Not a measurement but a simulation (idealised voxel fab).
Name of the process module below: voxel tone inversion
Shown is cross-section cut, with a width of 230 nm and square cells of size 5 nm.
A cross-section in this document is a grid of square cells, and it is written down as bands, the top band listed before the ones below it; a band is made up of one or more rows of cells. Top height, bottom height, nm. Materials left to right, width each, nm. Single material + "all across" = fills band edge to edge. "empty" = empty. Heads up on the height convention: 0 is the point under which the incoming wafer is all one material, and the lowest band has no bottom, it just keeps going down, like "0 nm and below". A width such as "30 to 40" changes by the same amount from each row of cells to the next, from the band's top row to its bottom row. Given "remained unchanged" for a step, no cell of the cross-section differs between before and after that step. "Fully closed voids" contains a list of empty spaces, each no smaller than 8 cells and without an open way to the top, written in the form width x height at distance with the distance from the left edge and all three in nm. Step line, after settings: the simulator's comment on this step. For masked steps, "overlay nm" on the step line gives how far right of plan the mask actually lay; a minus sign means it lay to the left.
plan:
- 1: RECEIVE,material Si
- 2: CONFORMAL_DEP,material SiN,thk nm 5
- 3: DIRECTIONAL_DEP,material aC,thk nm 15
- 4: PATTERN,tone cover,mask id POSTS,material resist,width nm 25,pitch nm 40,thk nm 20,overlay nm -15
- 5: DIRECTIONAL_ETCH,etch materials aC,depth nm 15
- 6: STRIP,etch materials resist
- 7: FILL_DEP,material lowk,thk nm 10
- 8: CMP,height nm 20
- 9: STRIP,etch materials aC
- 10: CONFORMAL_DEP,material TiN,thk nm 5
- 11: FILL_DEP,material Ru,thk nm 5
- 12: CMP,height nm 20
- 13: CONFORMAL_DEP,material SiN,thk nm 5
Keep in mind the plan's value for the overlay nm of step 4 comes from the first wafer; the wafers don't share that setting, but they do share the same starting point.
Cross-sectional view of the first of several wafers in the as-received condition, corresponding to the state following step 1:
  0 nm and below  Si all across
  Fully closed voids: none
At the end of the module, after its last step, step 13, the first of several wafers appears in cross-section as follows:
  25 nm to 20 nm  SiN all across
  20 nm to 10 nm  lowk 65 nm  TiN 5 nm  Ru 15 nm  TiN 5 nm  lowk 15 nm  TiN 5 nm  Ru 15 nm  TiN 5 nm  lowk 100 nm
  10 nm to 5 nm  lowk 65 nm  TiN 25 nm  lowk 15 nm  TiN 25 nm  lowk 100 nm
  5 nm to 0 nm  SiN all across
  0 nm and below  Si all across
  Fully closed voids: none
Cross-sectional view of the final wafer of several at the module's end:
  25 nm to 20 nm  SiN all across
  20 nm to 10 nm  lowk 95 nm  TiN 5 nm  Ru 15 nm  TiN 5 nm  lowk 15 nm  TiN 5 nm  Ru 15 nm  TiN 5 nm  lowk 70 nm
  10 nm to 5 nm  lowk 95 nm  TiN 25 nm  lowk 15 nm  TiN 25 nm  lowk 70 nm
  5 nm to 0 nm  SiN all across
  0 nm and below  Si all across
  Fully closed voids: none
Rows = wafers. At module end, each row lists per material the cells gained (+) or lost (-) since the wafer was received, then the closed voids:
overlay nm -15, +12 Ru, +92 SiN, +18 TiN, +108 lowk, Fully closed voids: none
overlay nm -10, +12 Ru, +92 SiN, +18 TiN, +108 lowk, Fully closed voids: none
overlay nm -5, +12 Ru, +92 SiN, +18 TiN, +108 lowk, Fully closed voids: none
overlay nm 0, +12 Ru, +92 SiN, +18 TiN, +108 lowk, Fully closed voids: none
overlay nm 5, +12 Ru, +92 SiN, +18 TiN, +108 lowk, Fully closed voids: none
overlay nm 10, +12 Ru, +92 SiN, +18 TiN, +108 lowk, Fully closed voids: none
overlay nm 15, +12 Ru, +92 SiN, +18 TiN, +108 lowk, Fully closed voids: none
